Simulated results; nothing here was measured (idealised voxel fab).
process module | voxel trench capacitor
cross-section cut | 205 nm wide | cells 5 nm
A cross-section is a grid of square cells, given in bands from the top down. A band is one or more rows of cells.
Each band's line starts with the height of the band's top and of its bottom, in nm. Then come its materials from left to right, each with its width in nm. One material with "throughout" fills the band from edge to edge. "air" is empty space.
Height 0 is the level under which the wafer as received is all one material. The lowest band goes on downwards, as in "0 down".
A width such as "30 to 40" changes by the same amount from each row of cells to the next, from the band's top row to its bottom row.
"no change" after a step means that no cell of the cross-section changed.
closed voids: empty space of 8 cells or more with no open way to the top, each as width x height at its distance from the left edge, in nm
after a step's settings: what the simulator itself notes on the step
overlay nm, on a step with a mask: how far to the right of its planned place the mask lay; to the left if negative
plan
1 op RECEIVE | material Si
2 op CONFORMAL_DEP | material SiN | thk nm 10
3 op DIRECTIONAL_DEP | material aC | thk nm 15
4 op PATTERN | tone open | mask id TRENCH | material resist | width nm 25 | pitch nm 50 | thk nm 35 | overlay nm -15
5 op DIRECTIONAL_ETCH | etch materials aC | depth nm 15
6 op STRIP | etch materials resist
7 op DIRECTIONAL_ETCH | etch materials SiN | depth nm 10
8 op DIRECTIONAL_ETCH | etch materials Si | depth nm 25
9 op STRIP | etch materials aC
10 op CONFORMAL_DEP | material SiO2 | thk nm 5
11 op FILL_DEP | material polySi | thk nm 10
12 op CMP | height nm 10
varied across the wafers: overlay nm of step 4. The plan shows the first wafer's value. All wafers start alike
first wafer as received, after step 1
  0 down: Si throughout
  closed voids: none
first wafer at the end, after step 12
  10 to 0: SiN 25 | SiO2 5 | polySi 15 | SiO2 5 | SiN 25 | SiO2 5 | polySi 15 | SiO2 5 | SiN 25 | SiO2 5 | polySi 15 | SiO2 5 | SiN 55
  0 to -20: Si 25 | SiO2 5 | polySi 15 | SiO2 5 | Si 25 | SiO2 5 | polySi 15 | SiO2 5 | Si 25 | SiO2 5 | polySi 15 | SiO2 5 | Si 55
  -20 to -25: Si 25 | SiO2 25 | Si 25 | SiO2 25 | Si 25 | SiO2 25 | Si 55
  -25 down: Si throughout
  closed voids: none
last wafer at the end
  10 to 0: SiN 55 | SiO2 5 | polySi 15 | SiO2 5 | SiN 25 | SiO2 5 | polySi 15 | SiO2 5 | SiN 25 | SiO2 5 | polySi 15 | SiO2 5 | SiN 25
  0 to -20: Si 55 | SiO2 5 | polySi 15 | SiO2 5 | Si 25 | SiO2 5 | polySi 15 | SiO2 5 | Si 25 | SiO2 5 | polySi 15 | SiO2 5 | Si 25
  -20 to -25: Si 55 | SiO2 25 | Si 25 | SiO2 25 | Si 25 | SiO2 25 | Si 25
  -25 down: Si throughout
  closed voids: none
each wafer at the end: cells of each material gained (+) or lost (-) since it was received, then its closed voids
overlay nm -15 | -75 Si | +52 SiN | +51 SiO2 | +54 polySi | closed voids: none
overlay nm -10 | -75 Si | +52 SiN | +51 SiO2 | +54 polySi | closed voids: none
overlay nm -5 | -75 Si | +52 SiN | +51 SiO2 | +54 polySi | closed voids: none
overlay nm 0 | -75 Si | +52 SiN | +51 SiO2 | +54 polySi | closed voids: none
overlay nm 5 | -75 Si | +52 SiN | +51 SiO2 | +54 polySi | closed voids: none
overlay nm 10 | -75 Si | +52 SiN | +51 SiO2 | +54 polySi | closed voids: none
overlay nm 15 | -75 Si | +52 SiN | +51 SiO2 | +54 polySi | closed voids: none
